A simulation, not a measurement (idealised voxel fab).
Module name: voxel gate over fins (process module)
Square cells of 5 nm make up the cross-section cut, whose width is 140 nm.
We lay out every cross-section as a grid of square cells and spell it out in bands from the top down, where one band means one or more rows of cells.
Per band: top height and bottom height in nm, followed by the left-to-right materials and their widths in nm; "all across" marks a single material spanning edge to edge, "blank" marks empty space.
Ref level 0: as-received wafer is one material below here. Bottom band extends down with no lower bound ("z 0 and below").
Graded width ("30->40"): value in top row of band = first number; value in bottom row = second number; row-to-row change constant.
For the purposes of this document, the phrase "nothing changed" attached to a step denotes that no cell within the cross-section was modified by that step.
The entry "Enclosed cavity list" lists the empty spaces that cover at least 8 cells and have no open path to the top. Each is written as width x height at distance, where the distance is measured from the left edge and all three values are in nm.
If you see something after the settings on a step's line, that's the simulator's own remark about that step.
overlay nm: mask offset rightward from planned place, masked step; negative means leftward offset.

Below is the list of planned process steps
1. RECEIVE, material Si
2. CONFORMAL_DEP, material SiN, thk nm 5
3. PATTERN, tone cover, mask id FINS, material resist, width nm 15, pitch nm 40, thk nm 20, overlay nm 0
4. DIRECTIONAL_ETCH, etch materials SiN, depth nm 5
5. DIRECTIONAL_ETCH, etch materials Si, depth nm 40
6. STRIP, etch materials resist
7. FILL_DEP, material SiO2, thk nm 10
8. CMP, height nm 5
9. SELECTIVE_ETCH, etch materials SiO2, depth nm 20
10. STRIP, etch materials SiN
11. CONFORMAL_DEP, material HfO2, thk nm 5
12. CONFORMAL_DEP, material TiN, thk nm 5
13. CONFORMAL_DEP, material TiAl, thk nm 5
14. CONFORMAL_DEP, material TiN, thk nm 5
15. FILL_DEP, material W, thk nm 10
16. CMP, height nm 25
17. CONFORMAL_DEP, material SiCN, thk nm 5

Received-state cross-section, reflecting completion of step 1
z 0 and below: Si all across
Enclosed cavity list: none

The cross-section shown corresponds to the wafer at the conclusion of the module. The initial structure and the process plan are those presented above; however, one mistake occurred in executing the plan
z 30 to 25: SiCN all across
z 25 to 15: W all across
z 15 to 10: W 20; TiN 95; W 25
z 10 to 5: W 20; TiN 5; TiAl 85; TiN 5; W 25
z 5 to 0: W 20; TiN 5; TiAl 5; TiN 35; TiAl 5; TiN 35; TiAl 5; TiN 5; W 25
z 0 to -5: W 20; TiN 5; TiAl 5; TiN 5; HfO2 25; TiN 5; TiAl 5; TiN 5; HfO2 25; TiN 5; TiAl 5; TiN 5; W 25
z -5 to -10: TiN 25; TiAl 5; TiN 5; HfO2 5; Si 15; HfO2 5; TiN 5; TiAl 5; TiN 5; HfO2 5; Si 15; HfO2 5; TiN 5; TiAl 5; TiN 30
z -10 to -15: TiAl 30; TiN 5; HfO2 5; Si 15; HfO2 5; TiN 5; TiAl 5; TiN 5; HfO2 5; Si 15; HfO2 5; TiN 5; TiAl 35
z -15 to -20: TiN 35; HfO2 5; Si 15; HfO2 5; TiN 15; HfO2 5; Si 15; HfO2 5; TiN 40
z -20 to -25: HfO2 40; Si 15; HfO2 25; Si 15; HfO2 45
z -25 to -40: SiO2 40; Si 15; SiO2 25; Si 15; SiO2 45
z -40 and below: Si all across
Enclosed cavity list: none
Here's what went sideways: step 8 went in with a setting other than planned; the actual run was CMP, height nm -5
